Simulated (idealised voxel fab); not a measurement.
The following is a process module called voxel trench capacitor.
Pictured: cross-section cut, 260 nm wide, on a grid of 5 nm square cells.
The cross-sections in this document take the form of a grid made of square cells. They are written out as bands, in order from top to bottom. Each band consists of one or more rows of cells.
Basically the band line says how high the top is and how high the bottom is, in nm, and then what's in it from left to right, every material with its width in nm. Empty space shows up as "empty", and if a single material carries "edge to edge" it runs the full band edge to edge.
For the purposes of this specification, 0 denotes the height below which the wafer in its as-received condition is composed wholly of one material, and the lowermost band, lacking a lower limit, extends downward without end, as expressed in "0 -> down".
A width such as "30 to 40" changes by the same amount from each row of cells to the next, from the band's top row to its bottom row.
You'll sometimes find "everything unchanged" written for a step, and that's the way of saying that nowhere in the cross-section did a cell change during that step.
"Closed void inventory" - sealed voids, min. 8 cells, no opening to top; format: width x height at distance (distance from left edge; nm throughout).
Anything after a step's settings on that line? It's the simulator's own note about the step.
Regarding "overlay nm": on a step with a mask, it is the distance the mask lay to the right of its planned place; a negative value places it to the left.
The planned process steps are enumerated hereunder
1,RECEIVE [material Si]
2,CONFORMAL_DEP [material SiN] [thk nm 5]
3,MASKED_ETCH [tone open] [mask id TRENCH] [width nm 15] [pitch nm 40] [etch materials SiN] [depth nm 5] [overlay nm -15]
4,MASKED_ETCH [tone open] [mask id TRENCH] [width nm 15] [pitch nm 40] [etch materials Si] [depth nm 40] [overlay nm 0]
5,CONFORMAL_DEP [material Al2O3] [thk nm 5]
6,FILL_DEP [material polySi] [thk nm 5]
7,CMP [height nm 5]
Heads up: all these wafers start the same, and what changes between them is the overlay nm in step 3. The value you see in the plan is just what the first wafer got.
Received condition of the first of several wafers, sectioned: post-step 1
0 -> down: Si edge to edge
Closed void inventory: none
Each wafer at the end: cells of each material gained (+) or lost (-) since it was received, then its closed voids
overlay nm -15 | +6 Al2O3 | +46 SiN | Closed void inventory: none
overlay nm -10 | +22 Al2O3 | -16 Si | +46 SiN | Closed void inventory: none
overlay nm -5 | +38 Al2O3 | -32 Si | +46 SiN | Closed void inventory: none
overlay nm 0 | +38 Al2O3 | -48 Si | +46 SiN | +16 polySi | Closed void inventory: none
overlay nm 5 | +38 Al2O3 | -32 Si | +46 SiN | Closed void inventory: none
overlay nm 10 | +22 Al2O3 | -16 Si | +46 SiN | Closed void inventory: none
overlay nm 15 | +6 Al2O3 | +46 SiN | Closed void inventory: none
